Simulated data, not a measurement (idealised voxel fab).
This is a process module. Its name is voxel transistor to metal.
Displayed cross-section: cut, width of 270 nm, square cells sized 5 nm.
Reading order for cross-sections: top band down to bottom band. Underlying form: a grid of square cells. Band size: one or more rows of cells. First you get the band's top height and its bottom height, in nm, and then the materials it's made of, left to right, with each width in nm. If you see a single material with "full width", that one covers the band edge to edge. "blank" is empty space. All heights in this document are referenced to 0, defined as the level beneath which the wafer, as received, consists entirely of one material. The lowest band is not bounded below; it extends indefinitely downward and is written in the form "0 -> down". The notation "30..40" denotes a width that varies across the rows of cells in the band, beginning at the first number in the top row, finishing at the second number in the bottom row, and changing by an identical amount from each row to the next. A step reported as "changes: none" is a step in which no cell of the cross-section changed. The entry "Completely sealed voids" lists the empty spaces that cover at least 8 cells and have no open path to the top. Each is written as width x height at distance, where the distance is measured from the left edge and all three values are in nm. Where a step's line continues beyond its settings, the continuation is a remark by the simulator itself on that step. A step line may carry the setting "overlay nm", which, for steps involving a mask, states the distance by which the mask lay to the right of its intended position; negative values denote displacement to the left. If you're wondering how to read the rest of this, here's the deal. It's pairs of cross-sections: one from before a process step, one from after it. The after one is only drawn as far down as the lowest band that changed. Right under each pair you'll see which step sits between them and what its settings were. Don't read the pairs as one continuous story, though. They can come from different runs of this module on the same starting wafer, and a pair only carries on from the one above it where its entry headed "Prior to step" says so.
-- Prior to step
0 -> down  Si full width
Completely sealed voids: none
-- Post-Process Section
5 -> 0  SiO2 full width
For the remainder of the cross-section, below 0, there is no change.
Completely sealed voids: none
What was done to get from the upper cross-section to the lower one? CONFORMAL_DEP: material SiO2, thk nm 5
Prior to step: The initial state for this step is given by the after cross-section of the immediately preceding pair.
-- Post-Process Section
20 -> 5  SiN full width
For the remainder of the cross-section, below 5, there is no change.
Completely sealed voids: none
What was done to get from the upper cross-section to the lower one? CONFORMAL_DEP: material SiN, thk nm 15
Prior to step: The initial state for this step is given by the after cross-section of the immediately preceding pair.
-- Post-Process Section
30 -> 20  aC full width
For the remainder of the cross-section, below 20, there is no change.
Completely sealed voids: none
What was done to get from the upper cross-section to the lower one? DIRECTIONAL_DEP: material aC, thk nm 10
Prior to step: The initial state for this step is given by the after cross-section of the immediately preceding pair.
-- Post-Process Section
55 -> 30  blank 15 nm  resist 105 nm  blank 30 nm  resist 105 nm  blank 15 nm
For the remainder of the cross-section, below 30, there is no change.
Completely sealed voids: none
What was done to get from the upper cross-section to the lower one? PATTERN: tone cover, mask id ACTIVE, material resist, width nm 105, pitch nm 135, thk nm 25, overlay nm 0
Prior to step: The initial state for this step is given by the after cross-section of the immediately preceding pair.
-- Post-Process Section
45 -> 30  blank 15 nm  resist 105 nm  blank 30 nm  resist 105 nm  blank 15 nm
30 -> 20  blank 15 nm  aC 105 nm  blank 30 nm  aC 105 nm  blank 15 nm
For the remainder of the cross-section, below 20, there is no change.
Completely sealed voids: none
What was done to get from the upper cross-section to the lower one? DIRECTIONAL_ETCH: etch materials aC, depth nm 10
Prior to step: The initial state for this step is given by the after cross-section of the immediately preceding pair.
-- Post-Process Section
30 -> 20  blank 15 nm  aC 105 nm  blank 30 nm  aC 105 nm  blank 15 nm
For the remainder of the cross-section, below 20, there is no change.
Completely sealed voids: none
What was done to get from the upper cross-section to the lower one? STRIP: etch materials resist
Prior to step: The initial state for this step is given by the after cross-section of the immediately preceding pair.
-- Post-Process Section
30 -> 20  blank 15 nm  aC 105 nm  blank 30 nm  aC 105 nm  blank 15 nm
20 -> 5  blank 15 nm  SiN 105 nm  blank 30 nm  SiN 105 nm  blank 15 nm
For the remainder of the cross-section, below 5, there is no change.
Completely sealed voids: none
What was done to get from the upper cross-section to the lower one? DIRECTIONAL_ETCH: etch materials SiN, depth nm 15
Prior to step: The initial state for this step is given by the after cross-section of the immediately preceding pair.
-- Post-Process Section
30 -> 20  blank 15 nm  aC 105 nm  blank 30 nm  aC 105 nm  blank 15 nm
20 -> 5  blank 15 nm  SiN 105 nm  blank 30 nm  SiN 105 nm  blank 15 nm
5 -> 0  blank 15 nm  SiO2 105 nm  blank 30 nm  SiO2 105 nm  blank 15 nm
For the remainder of the cross-section, below 0, there is no change.
Completely sealed voids: none
What was done to get from the upper cross-section to the lower one? DIRECTIONAL_ETCH: etch materials SiO2, depth nm 5
Prior to step: The initial state for this step is given by the after cross-section of the immediately preceding pair.
-- Post-Process Section
30 -> 20  blank 15 nm  aC 105 nm  blank 30 nm  aC 105 nm  blank 15 nm
20 -> 5  blank 15 nm  SiN 105 nm  blank 30 nm  SiN 105 nm  blank 15 nm
5 -> 0  blank 15 nm  SiO2 105 nm  blank 30 nm  SiO2 105 nm  blank 15 nm
0 -> -20  blank 15 nm  Si 105 nm  blank 30 nm  Si 105 nm  blank 15 nm
For the remainder of the cross-section, below -20, there is no change.
Completely sealed voids: none
What was done to get from the upper cross-section to the lower one? DIRECTIONAL_ETCH: etch materials Si, depth nm 20
Prior to step: The initial state for this step is given by the after cross-section of the immediately preceding pair.
-- Post-Process Section
20 -> 5  blank 15 nm  SiN 105 nm  blank 30 nm  SiN 105 nm  blank 15 nm
For the remainder of the cross-section, below 5, there is no change.
Completely sealed voids: none
What was done to get from the upper cross-section to the lower one? STRIP: etch materials aC
Prior to step: The initial state for this step is given by the after cross-section of the immediately preceding pair.
-- Post-Process Section
25 -> 20  SiO2 full width
20 -> 5  SiO2 15 nm  SiN 105 nm  SiO2 30 nm  SiN 105 nm  SiO2 15 nm
5 -> 0  SiO2 full width
0 -> -20  SiO2 15 nm  Si 105 nm  SiO2 30 nm  Si 105 nm  SiO2 15 nm
For the remainder of the cross-section, below -20, there is no change.
Completely sealed voids: none
What was done to get from the upper cross-section to the lower one? FILL_DEP: material SiO2, thk nm 5
Prior to step: The initial state for this step is given by the after cross-section of the immediately preceding pair.
-- Post-Process Section
20 -> 5  SiO2 15 nm  SiN 105 nm  SiO2 30 nm  SiN 105 nm  SiO2 15 nm
For the remainder of the cross-section, below 5, there is no change.
Completely sealed voids: none
What was done to get from the upper cross-section to the lower one? CMP: height nm 20
Prior to step: The initial state for this step is given by the after cross-section of the immediately preceding pair.
-- Post-Process Section
20 -> 10  blank 15 nm  SiN 105 nm  blank 30 nm  SiN 105 nm  blank 15 nm
For the remainder of the cross-section, below 10, there is no change.
Completely sealed voids: none
What was done to get from the upper cross-section to the lower one? SELECTIVE_ETCH: etch materials SiO2, depth nm 10
Prior to step: The initial state for this step is given by the after cross-section of the immediately preceding pair.
-- Post-Process Section
10 -> 5  SiO2 15 nm  blank 105 nm  SiO2 30 nm  blank 105 nm  SiO2 15 nm
For the remainder of the cross-section, below 5, there is no change.
Completely sealed voids: none
What was done to get from the upper cross-section to the lower one? STRIP: etch materials SiN
Prior to step: The initial state for this step is given by the after cross-section of the immediately preceding pair.
-- Post-Process Section
5 -> 0  SiO2 10 nm  blank 115 nm  SiO2 20 nm  blank 115 nm  SiO2 10 nm
For the remainder of the cross-section, below 0, there is no change.
Completely sealed voids: none
What was done to get from the upper cross-section to the lower one? SELECTIVE_ETCH: etch materials SiO2, depth nm 5
Prior to step: The initial state for this step is given by the after cross-section of the immediately preceding pair.
-- Post-Process Section
5 -> 0  SiO2 10 nm  blank 115 nm  SiO2 20 nm  blank 115 nm  SiO2 10 nm
0 -> -5  SiO2 full width
For the remainder of the cross-section, below -5, there is no change.
Completely sealed voids: none
What was done to get from the upper cross-section to the lower one? OXIDIZE: depth nm 5
Prior to step: The initial state for this step is given by the after cross-section of the immediately preceding pair.
-- Post-Process Section
35 -> 30  polySi 10 nm  blank 115 nm  polySi 20 nm  blank 115 nm  polySi 10 nm
30 -> 5  polySi full width
5 -> 0  SiO2 10 nm  polySi 115 nm  SiO2 20 nm  polySi 115 nm  SiO2 10 nm
For the remainder of the cross-section, below 0, there is no change.
Completely sealed voids: none
What was done to get from the upper cross-section to the lower one? DIRECTIONAL_DEP: material polySi, thk nm 30
Prior to step: The initial state for this step is given by the after cross-section of the immediately preceding pair.
-- Post-Process Section
45 -> 40  SiCN 10 nm  blank 115 nm  SiCN 20 nm  blank 115 nm  SiCN 10 nm
40 -> 35  SiCN full width
35 -> 30  polySi 10 nm  SiCN 115 nm  polySi 20 nm  SiCN 115 nm  polySi 10 nm
For the remainder of the cross-section, below 30, there is no change.
Completely sealed voids: none
What was done to get from the upper cross-section to the lower one? DIRECTIONAL_DEP: material SiCN, thk nm 10
Prior to step: The initial state for this step is given by the after cross-section of the immediately preceding pair.
-- Post-Process Section
40 -> 35  blank 60 nm  SiCN 15 nm  blank 120 nm  SiCN 15 nm  blank 60 nm
35 -> 30  polySi 10 nm  blank 50 nm  SiCN 15 nm  blank 50 nm  polySi 20 nm  blank 50 nm  SiCN 15 nm  blank 50 nm  polySi 10 nm
For the remainder of the cross-section, below 30, there is no change.
Completely sealed voids: none
What was done to get from the upper cross-section to the lower one? MASKED_ETCH: tone cover, mask id GATE, width nm 15, pitch nm 135, etch materials SiCN, depth nm 20, overlay nm 0
Prior to step: The initial state for this step is given by the after cross-section of the immediately preceding pair.
-- Post-Process Section
40 -> 30  blank 60 nm  SiCN 15 nm  blank 120 nm  SiCN 15 nm  blank 60 nm
30 -> 5  blank 60 nm  polySi 15 nm  blank 120 nm  polySi 15 nm  blank 60 nm
5 -> 0  SiO2 10 nm  blank 50 nm  polySi 15 nm  blank 50 nm  SiO2 20 nm  blank 50 nm  polySi 15 nm  blank 50 nm  SiO2 10 nm
For the remainder of the cross-section, below 0, there is no change.
Completely sealed voids: none
What was done to get from the upper cross-section to the lower one? MASKED_ETCH: tone cover, mask id GATE, width nm 15, pitch nm 135, etch materials polySi, depth nm 40, overlay nm 0
Prior to step: The initial state for this step is given by the after cross-section of the immediately preceding pair.
-- Post-Process Section
50 -> 40  blank 50 nm  SiN 35 nm  blank 100 nm  SiN 35 nm  blank 50 nm
40 -> 30  blank 50 nm  SiN 10 nm  SiCN 15 nm  SiN 10 nm  blank 100 nm  SiN 10 nm  SiCN 15 nm  SiN 10 nm  blank 50 nm
30 -> 15  blank 50 nm  SiN 10 nm  polySi 15 nm  SiN 10 nm  blank 100 nm  SiN 10 nm  polySi 15 nm  SiN 10 nm  blank 50 nm
15 -> 10  SiN 20 nm  blank 30 nm  SiN 10 nm  polySi 15 nm  SiN 10 nm  blank 30 nm  SiN 40 nm  blank 30 nm  SiN 10 nm  polySi 15 nm  SiN 10 nm  blank 30 nm  SiN 20 nm
10 -> 5  SiN 60 nm  polySi 15 nm  SiN 120 nm  polySi 15 nm  SiN 60 nm
5 -> 0  SiO2 10 nm  SiN 50 nm  polySi 15 nm  SiN 50 nm  SiO2 20 nm  SiN 50 nm  polySi 15 nm  SiN 50 nm  SiO2 10 nm
For the remainder of the cross-section, below 0, there is no change.
Completely sealed voids: none
What was done to get from the upper cross-section to the lower one? CONFORMAL_DEP: material SiN, thk nm 10
Prior to step: The initial state for this step is given by the after cross-section of the immediately preceding pair.
-- Post-Process Section
40 -> 30  blank 50 nm  SiN 10 nm  SiCN 15 nm  SiN 10 nm  blank 100 nm  SiN 10 nm  SiCN 15 nm  SiN 10 nm  blank 50 nm
30 -> 5  blank 50 nm  SiN 10 nm  polySi 15 nm  SiN 10 nm  blank 100 nm  SiN 10 nm  polySi 15 nm  SiN 10 nm  blank 50 nm
5 -> 0  SiO2 10 nm  SiN 10 nm  blank 30 nm  SiN 10 nm  polySi 15 nm  SiN 10 nm  blank 30 nm  SiN 10 nm  SiO2 20 nm  SiN 10 nm  blank 30 nm  SiN 10 nm  polySi 15 nm  SiN 10 nm  blank 30 nm  SiN 10 nm  SiO2 10 nm
For the remainder of the cross-section, below 0, there is no change.
Completely sealed voids: none
What was done to get from the upper cross-section to the lower one? DIRECTIONAL_ETCH: etch materials SiN, depth nm 10
Prior to step: The initial state for this step is given by the after cross-section of the immediately preceding pair.
-- Post-Process Section
40 -> 30  blank 50 nm  SiN 10 nm  SiCN 15 nm  SiN 10 nm  blank 100 nm  SiN 10 nm  SiCN 15 nm  SiN 10 nm  blank 50 nm
30 -> 5  blank 50 nm  SiN 10 nm  polySi 15 nm  SiN 10 nm  blank 100 nm  SiN 10 nm  polySi 15 nm  SiN 10 nm  blank 50 nm
5 -> 0  blank 10 nm  SiN 10 nm  blank 30 nm  SiN 10 nm  polySi 15 nm  SiN 10 nm  blank 30 nm  SiN 10 nm  blank 20 nm  SiN 10 nm  blank 30 nm  SiN 10 nm  polySi 15 nm  SiN 10 nm  blank 30 nm  SiN 10 nm  blank 10 nm
0 -> -5  SiO2 20 nm  blank 30 nm  SiO2 35 nm  blank 30 nm  SiO2 40 nm  blank 30 nm  SiO2 35 nm  blank 30 nm  SiO2 20 nm
For the remainder of the cross-section, below -5, there is no change.
Completely sealed voids: none
What was done to get from the upper cross-section to the lower one? DIRECTIONAL_ETCH: etch materials SiO2, depth nm 5
Prior to step: The initial state for this step is given by the after cross-section of the immediately preceding pair.
-- Post-Process Section
40 -> 30  blank 50 nm  SiN 10 nm  SiCN 15 nm  SiN 10 nm  blank 100 nm  SiN 10 nm  SiCN 15 nm  SiN 10 nm  blank 50 nm
30 -> 5  blank 50 nm  SiN 10 nm  polySi 15 nm  SiN 10 nm  blank 100 nm  SiN 10 nm  polySi 15 nm  SiN 10 nm  blank 50 nm
5 -> 0  blank 10 nm  SiN 10 nm  blank 30 nm  SiN 10 nm  polySi 15 nm  SiN 10 nm  blank 30 nm  SiN 10 nm  blank 20 nm  SiN 10 nm  blank 30 nm  SiN 10 nm  polySi 15 nm  SiN 10 nm  blank 30 nm  SiN 10 nm  blank 10 nm
0 -> -5  SiO2 20 nm  blank 30 nm  SiO2 35 nm  blank 30 nm  SiO2 40 nm  blank 30 nm  SiO2 35 nm  blank 30 nm  SiO2 20 nm
-5 -> -15  SiO2 15 nm  Si 5 nm  blank 30 nm  Si 35 nm  blank 30 nm  Si 5 nm  SiO2 30 nm  Si 5 nm  blank 30 nm  Si 35 nm  blank 30 nm  Si 5 nm  SiO2 15 nm
For the remainder of the cross-section, below -15, there is no change.
Completely sealed voids: none
What was done to get from the upper cross-section to the lower one? DIRECTIONAL_ETCH: etch materials Si, depth nm 10
Prior to step: The initial state for this step is given by the after cross-section of the immediately preceding pair.
-- Post-Process Section
40 -> 30  blank 50 nm  SiN 10 nm  SiCN 15 nm  SiN 10 nm  blank 100 nm  SiN 10 nm  SiCN 15 nm  SiN 10 nm  blank 50 nm
30 -> 5  blank 50 nm  SiN 10 nm  polySi 15 nm  SiN 10 nm  blank 100 nm  SiN 10 nm  polySi 15 nm  SiN 10 nm  blank 50 nm
5 -> 0  blank 10 nm  SiN 10 nm  nSi 10 nm  blank 10 nm  nSi 10 nm  SiN 10 nm  polySi 15 nm  SiN 10 nm  nSi 10 nm  blank 10 nm  nSi 10 nm  SiN 10 nm  blank 20 nm  SiN 10 nm  nSi 10 nm  blank 10 nm  nSi 10 nm  SiN 10 nm  polySi 15 nm  SiN 10 nm  nSi 10 nm  blank 10 nm  nSi 10 nm  SiN 10 nm  blank 10 nm
0 -> -5  SiO2 20 nm  nSi 10 nm  blank 10 nm  nSi 10 nm  SiO2 35 nm  nSi 10 nm  blank 10 nm  nSi 10 nm  SiO2 40 nm  nSi 10 nm  blank 10 nm  nSi 10 nm  SiO2 35 nm  nSi 10 nm  blank 10 nm  nSi 10 nm  SiO2 20 nm
-5 -> -15  SiO2 15 nm  Si 5 nm  nSi 30 nm  Si 35 nm  nSi 30 nm  Si 5 nm  SiO2 30 nm  Si 5 nm  nSi 30 nm  Si 35 nm  nSi 30 nm  Si 5 nm  SiO2 15 nm
For the remainder of the cross-section, below -15, there is no change.
Completely sealed voids: none
What was done to get from the upper cross-section to the lower one? EPI: material nSi, thk nm 10
Prior to step: The initial state for this step is given by the after cross-section of the immediately preceding pair.
-- Post-Process Section
50 -> 40  SiO2 full width
40 -> 30  SiO2 50 nm  SiN 10 nm  SiCN 15 nm  SiN 10 nm  SiO2 100 nm  SiN 10 nm  SiCN 15 nm  SiN 10 nm  SiO2 50 nm
30 -> 5  SiO2 50 nm  SiN 10 nm  polySi 15 nm  SiN 10 nm  SiO2 100 nm  SiN 10 nm  polySi 15 nm  SiN 10 nm  SiO2 50 nm
5 -> 0  SiO2 10 nm  SiN 10 nm  nSi 10 nm  SiO2 10 nm  nSi 10 nm  SiN 10 nm  polySi 15 nm  SiN 10 nm  nSi 10 nm  SiO2 10 nm  nSi 10 nm  SiN 10 nm  SiO2 20 nm  SiN 10 nm  nSi 10 nm  SiO2 10 nm  nSi 10 nm  SiN 10 nm  polySi 15 nm  SiN 10 nm  nSi 10 nm  SiO2 10 nm  nSi 10 nm  SiN 10 nm  SiO2 10 nm
0 -> -5  SiO2 20 nm  nSi 10 nm  SiO2 10 nm  nSi 10 nm  SiO2 35 nm  nSi 10 nm  SiO2 10 nm  nSi 10 nm  SiO2 40 nm  nSi 10 nm  SiO2 10 nm  nSi 10 nm  SiO2 35 nm  nSi 10 nm  SiO2 10 nm  nSi 10 nm  SiO2 20 nm
For the remainder of the cross-section, below -5, there is no change.
Completely sealed voids: none
What was done to get from the upper cross-section to the lower one? FILL_DEP: material SiO2, thk nm 10
Prior to step: The initial state for this step is given by the after cross-section of the immediately preceding pair.
-- Post-Process Section
40 -> 30  SiO2 50 nm  SiN 10 nm  SiCN 15 nm  SiN 10 nm  SiO2 100 nm  SiN 10 nm  SiCN 15 nm  SiN 10 nm  SiO2 50 nm
For the remainder of the cross-section, below 30, there is no change.
Completely sealed voids: none
What was done to get from the upper cross-section to the lower one? CMP: height nm 40
Prior to step: The initial state for this step is given by the after cross-section of the immediately preceding pair.
-- Post-Process Section
50 -> 40  SiO2 full width
For the remainder of the cross-section, below 40, there is no change.
Completely sealed voids: none
What was done to get from the upper cross-section to the lower one? DIRECTIONAL_DEP: material SiO2, thk nm 10
Prior to step: The initial state for this step is given by the after cross-section of the immediately preceding pair.
-- Post-Process Section
65 -> 50  resist 25 nm  blank 30 nm  resist 25 nm  blank 30 nm  resist 50 nm  blank 30 nm  resist 25 nm  blank 30 nm  resist 25 nm
For the remainder of the cross-section, below 50, there is no change.
Completely sealed voids: none
What was done to get from the upper cross-section to the lower one? PATTERN: tone open, mask id CONTACT, material resist, width nm 30, thk nm 15, overlay nm 0
Prior to step: The initial state for this step is given by the after cross-section of the immediately preceding pair.
-- Post-Process Section
65 -> 50  resist 25 nm  blank 30 nm  resist 25 nm  blank 30 nm  resist 50 nm  blank 30 nm  resist 25 nm  blank 30 nm  resist 25 nm
50 -> 40  SiO2 25 nm  blank 30 nm  SiO2 25 nm  blank 30 nm  SiO2 50 nm  blank 30 nm  SiO2 25 nm  blank 30 nm  SiO2 25 nm
40 -> 30  SiO2 25 nm  blank 25 nm  SiN 10 nm  SiCN 15 nm  SiN 10 nm  blank 25 nm  SiO2 50 nm  blank 25 nm  SiN 10 nm  SiCN 15 nm  SiN 10 nm  blank 25 nm  SiO2 25 nm
30 -> 5  SiO2 25 nm  blank 25 nm  SiN 10 nm  polySi 15 nm  SiN 10 nm  blank 25 nm  SiO2 50 nm  blank 25 nm  SiN 10 nm  polySi 15 nm  SiN 10 nm  blank 25 nm  SiO2 25 nm
5 -> 0  SiO2 10 nm  SiN 10 nm  nSi 10 nm  blank 10 nm  nSi 10 nm  SiN 10 nm  polySi 15 nm  SiN 10 nm  nSi 10 nm  blank 10 nm  nSi 10 nm  SiN 10 nm  SiO2 20 nm  SiN 10 nm  nSi 10 nm  blank 10 nm  nSi 10 nm  SiN 10 nm  polySi 15 nm  SiN 10 nm  nSi 10 nm  blank 10 nm  nSi 10 nm  SiN 10 nm  SiO2 10 nm
0 -> -5  SiO2 20 nm  nSi 10 nm  blank 10 nm  nSi 10 nm  SiO2 35 nm  nSi 10 nm  blank 10 nm  nSi 10 nm  SiO2 40 nm  nSi 10 nm  blank 10 nm  nSi 10 nm  SiO2 35 nm  nSi 10 nm  blank 10 nm  nSi 10 nm  SiO2 20 nm
For the remainder of the cross-section, below -5, there is no change.
Completely sealed voids: none
What was done to get from the upper cross-section to the lower one? DIRECTIONAL_ETCH: etch materials SiO2, depth nm 55
Prior to step: The initial state for this step is given by the after cross-section of the immediately preceding pair.
-- Post-Process Section
50 -> 40  SiO2 25 nm  blank 30 nm  SiO2 25 nm  blank 30 nm  SiO2 50 nm  blank 30 nm  SiO2 25 nm  blank 30 nm  SiO2 25 nm
For the remainder of the cross-section, below 40, there is no change.
Completely sealed voids: none
What was done to get from the upper cross-section to the lower one? STRIP: etch materials resist
Prior to step: The initial state for this step is given by the after cross-section of the immediately preceding pair.
-- Post-Process Section
55 -> 50  TiN 30 nm  blank 20 nm  TiN 35 nm  blank 20 nm  TiN 60 nm  blank 20 nm  TiN 35 nm  blank 20 nm  TiN 30 nm
50 -> 40  SiO2 25 nm  TiN 5 nm  blank 20..15 nm  TiN 5..10 nm  SiO2 25 nm  TiN 5..10 nm  blank 20..15 nm  TiN 5 nm  SiO2 50 nm  TiN 5 nm  blank 20..15 nm  TiN 5..10 nm  SiO2 25 nm  TiN 5..10 nm  blank 20..15 nm  TiN 5 nm  SiO2 25 nm
40 -> 30  SiO2 25 nm  TiN 5 nm  blank 15 nm  TiN 5 nm  SiN 10 nm  SiCN 15 nm  SiN 10 nm  TiN 5 nm  blank 15 nm  TiN 5 nm  SiO2 50 nm  TiN 5 nm  blank 15 nm  TiN 5 nm  SiN 10 nm  SiCN 15 nm  SiN 10 nm  TiN 5 nm  blank 15 nm  TiN 5 nm  SiO2 25 nm
30 -> 10  SiO2 25 nm  TiN 5 nm  blank 15 nm  TiN 5 nm  SiN 10 nm  polySi 15 nm  SiN 10 nm  TiN 5 nm  blank 15 nm  TiN 5 nm  SiO2 50 nm  TiN 5 nm  blank 15 nm  TiN 5 nm  SiN 10 nm  polySi 15 nm  SiN 10 nm  TiN 5 nm  blank 15 nm  TiN 5 nm  SiO2 25 nm
10 -> 5  SiO2 25 nm  TiN 25 nm  SiN 10 nm  polySi 15 nm  SiN 10 nm  TiN 25 nm  SiO2 50 nm  TiN 25 nm  SiN 10 nm  polySi 15 nm  SiN 10 nm  TiN 25 nm  SiO2 25 nm
5 -> 0  SiO2 10 nm  SiN 10 nm  nSi 10 nm  TiN 10 nm  nSi 10 nm  SiN 10 nm  polySi 15 nm  SiN 10 nm  nSi 10 nm  TiN 10 nm  nSi 10 nm  SiN 10 nm  SiO2 20 nm  SiN 10 nm  nSi 10 nm  TiN 10 nm  nSi 10 nm  SiN 10 nm  polySi 15 nm  SiN 10 nm  nSi 10 nm  TiN 10 nm  nSi 10 nm  SiN 10 nm  SiO2 10 nm
0 -> -5  SiO2 20 nm  nSi 10 nm  TiN 10 nm  nSi 10 nm  SiO2 35 nm  nSi 10 nm  TiN 10 nm  nSi 10 nm  SiO2 40 nm  nSi 10 nm  TiN 10 nm  nSi 10 nm  SiO2 35 nm  nSi 10 nm  TiN 10 nm  nSi 10 nm  SiO2 20 nm
For the remainder of the cross-section, below -5, there is no change.
Completely sealed voids: none
What was done to get from the upper cross-section to the lower one? CONFORMAL_DEP: material TiN, thk nm 5
Prior to step: The initial state for this step is given by the after cross-section of the immediately preceding pair.
-- Post-Process Section
60 -> 55  W full width
55 -> 50  TiN 30 nm  W 20 nm  TiN 35 nm  W 20 nm  TiN 60 nm  W 20 nm  TiN 35 nm  W 20 nm  TiN 30 nm
50 -> 40  SiO2 25 nm  TiN 5 nm  W 20..15 nm  TiN 5..10 nm  SiO2 25 nm  TiN 5..10 nm  W 20..15 nm  TiN 5 nm  SiO2 50 nm  TiN 5 nm  W 20..15 nm  TiN 5..10 nm  SiO2 25 nm  TiN 5..10 nm  W 20..15 nm  TiN 5 nm  SiO2 25 nm
40 -> 30  SiO2 25 nm  TiN 5 nm  W 15 nm  TiN 5 nm  SiN 10 nm  SiCN 15 nm  SiN 10 nm  TiN 5 nm  W 15 nm  TiN 5 nm  SiO2 50 nm  TiN 5 nm  W 15 nm  TiN 5 nm  SiN 10 nm  SiCN 15 nm  SiN 10 nm  TiN 5 nm  W 15 nm  TiN 5 nm  SiO2 25 nm
30 -> 10  SiO2 25 nm  TiN 5 nm  W 15 nm  TiN 5 nm  SiN 10 nm  polySi 15 nm  SiN 10 nm  TiN 5 nm  W 15 nm  TiN 5 nm  SiO2 50 nm  TiN 5 nm  W 15 nm  TiN 5 nm  SiN 10 nm  polySi 15 nm  SiN 10 nm  TiN 5 nm  W 15 nm  TiN 5 nm  SiO2 25 nm
For the remainder of the cross-section, below 10, there is no change.
Completely sealed voids: none
What was done to get from the upper cross-section to the lower one? FILL_DEP: material W, thk nm 5
Prior to step: The initial state for this step is given by the after cross-section of the immediately preceding pair.
-- Post-Process Section
50 -> 40  SiO2 25 nm  TiN 5 nm  W 20..15 nm  TiN 5..10 nm  SiO2 25 nm  TiN 5..10 nm  W 20..15 nm  TiN 5 nm  SiO2 50 nm  TiN 5 nm  W 20..15 nm  TiN 5..10 nm  SiO2 25 nm  TiN 5..10 nm  W 20..15 nm  TiN 5 nm  SiO2 25 nm
For the remainder of the cross-section, below 40, there is no change.
Completely sealed voids: none
What was done to get from the upper cross-section to the lower one? CMP: height nm 50
Prior to step: The initial state for this step is given by the after cross-section of the immediately preceding pair.
-- Post-Process Section
55 -> 50  SiCN full width
For the remainder of the cross-section, below 50, there is no change.
Completely sealed voids: none
What was done to get from the upper cross-section to the lower one? CONFORMAL_DEP: material SiCN, thk nm 5
Prior to step: The initial state for this step is given by the after cross-section of the immediately preceding pair.
-- Post-Process Section
75 -> 55  lowk full width
For the remainder of the cross-section, below 55, there is no change.
Completely sealed voids: none
What was done to get from the upper cross-section to the lower one? DIRECTIONAL_DEP: material lowk, thk nm 20
Prior to step: The initial state for this step is given by the after cross-section of the immediately preceding pair.
-- Post-Process Section
95 -> 75  resist 25 nm  blank 15 nm  resist 55 nm  blank 15 nm  resist 50 nm  blank 15 nm  resist 55 nm  blank 15 nm  resist 25 nm
For the remainder of the cross-section, below 75, there is no change.
Completely sealed voids: none
What was done to get from the upper cross-section to the lower one? PATTERN: tone open, mask id METAL_1, material resist, width nm 15, thk nm 20, overlay nm 0
Prior to step: The initial state for this step is given by the after cross-section of the immediately preceding pair.
-- Post-Process Section
95 -> 75  resist 25 nm  blank 15 nm  resist 55 nm  blank 15 nm  resist 50 nm  blank 15 nm  resist 55 nm  blank 15 nm  resist 25 nm
75 -> 55  lowk 25 nm  blank 15 nm  lowk 55 nm  blank 15 nm  lowk 50 nm  blank 15 nm  lowk 55 nm  blank 15 nm  lowk 25 nm
For the remainder of the cross-section, below 55, there is no change.
Completely sealed voids: none
What was done to get from the upper cross-section to the lower one? DIRECTIONAL_ETCH: etch materials lowk, depth nm 20
Prior to step: The initial state for this step is given by the after cross-section of the immediately preceding pair.
-- Post-Process Section
95 -> 75  resist 25 nm  blank 15 nm  resist 55 nm  blank 15 nm  resist 50 nm  blank 15 nm  resist 55 nm  blank 15 nm  resist 25 nm
75 -> 55  lowk 25 nm  blank 15 nm  lowk 55 nm  blank 15 nm  lowk 50 nm  blank 15 nm  lowk 55 nm  blank 15 nm  lowk 25 nm
55 -> 50  SiCN 25 nm  blank 15 nm  SiCN 55 nm  blank 15 nm  SiCN 50 nm  blank 15 nm  SiCN 55 nm  blank 15 nm  SiCN 25 nm
For the remainder of the cross-section, below 50, there is no change.
Completely sealed voids: none
What was done to get from the upper cross-section to the lower one? DIRECTIONAL_ETCH: etch materials SiCN, depth nm 5
Prior to step: The initial state for this step is given by the after cross-section of the immediately preceding pair.
-- Post-Process Section
75 -> 55  lowk 25 nm  blank 15 nm  lowk 55 nm  blank 15 nm  lowk 50 nm  blank 15 nm  lowk 55 nm  blank 15 nm  lowk 25 nm
For the remainder of the cross-section, below 55, there is no change.
Completely sealed voids: none
What was done to get from the upper cross-section to the lower one? STRIP: etch materials resist
Prior to step: The initial state for this step is given by the after cross-section of the immediately preceding pair.
-- Post-Process Section
80 -> 75  TiN 30 nm  blank 5 nm  TiN 65 nm  blank 5 nm  TiN 60 nm  blank 5 nm  TiN 65 nm  blank 5 nm  TiN 30 nm
75 -> 55  lowk 25 nm  TiN 5 nm  blank 5 nm  TiN 5 nm  lowk 55 nm  TiN 5 nm  blank 5 nm  TiN 5 nm  lowk 50 nm  TiN 5 nm  blank 5 nm  TiN 5 nm  lowk 55 nm  TiN 5 nm  blank 5 nm  TiN 5 nm  lowk 25 nm
55 -> 50  SiCN 25 nm  TiN 15 nm  SiCN 55 nm  TiN 15 nm  SiCN 50 nm  TiN 15 nm  SiCN 55 nm  TiN 15 nm  SiCN 25 nm
For the remainder of the cross-section, below 50, there is no change.
Completely sealed voids: none
What was done to get from the upper cross-section to the lower one? CONFORMAL_DEP: material TiN, thk nm 5
Prior to step: The initial state for this step is given by the after cross-section of the immediately preceding pair.
-- Post-Process Section
85 -> 80  Cu full width
80 -> 75  TiN 30 nm  Cu 5 nm  TiN 65 nm  Cu 5 nm  TiN 60 nm  Cu 5 nm  TiN 65 nm  Cu 5 nm  TiN 30 nm
75 -> 55  lowk 25 nm  TiN 5 nm  Cu 5 nm  TiN 5 nm  lowk 55 nm  TiN 5 nm  Cu 5 nm  TiN 5 nm  lowk 50 nm  TiN 5 nm  Cu 5 nm  TiN 5 nm  lowk 55 nm  TiN 5 nm  Cu 5 nm  TiN 5 nm  lowk 25 nm
For the remainder of the cross-section, below 55, there is no change.
Completely sealed voids: none
What was done to get from the upper cross-section to the lower one? FILL_DEP: material Cu, thk nm 5
Prior to step: The initial state for this step is given by the after cross-section of the immediately preceding pair.
-- Post-Process Section
75 -> 55  lowk 25 nm  TiN 5 nm  Cu 5 nm  TiN 5 nm  lowk 55 nm  TiN 5 nm  Cu 5 nm  TiN 5 nm  lowk 50 nm  TiN 5 nm  Cu 5 nm  TiN 5 nm  lowk 55 nm  TiN 5 nm  Cu 5 nm  TiN 5 nm  lowk 25 nm
For the remainder of the cross-section, below 55, there is no change.
Completely sealed voids: none
What was done to get from the upper cross-section to the lower one? CMP: height nm 75
Prior to step: The initial state for this step is given by the after cross-section of the immediately preceding pair.
-- Post-Process Section
80 -> 75  blank 20 nm  Ru 25 nm  blank 45 nm  Ru 25 nm  blank 40 nm  Ru 25 nm  blank 45 nm  Ru 25 nm  blank 20 nm
For the remainder of the cross-section, below 75, there is no change.
Completely sealed voids: none
What was done to get from the upper cross-section to the lower one? EPI: material Ru, thk nm 5
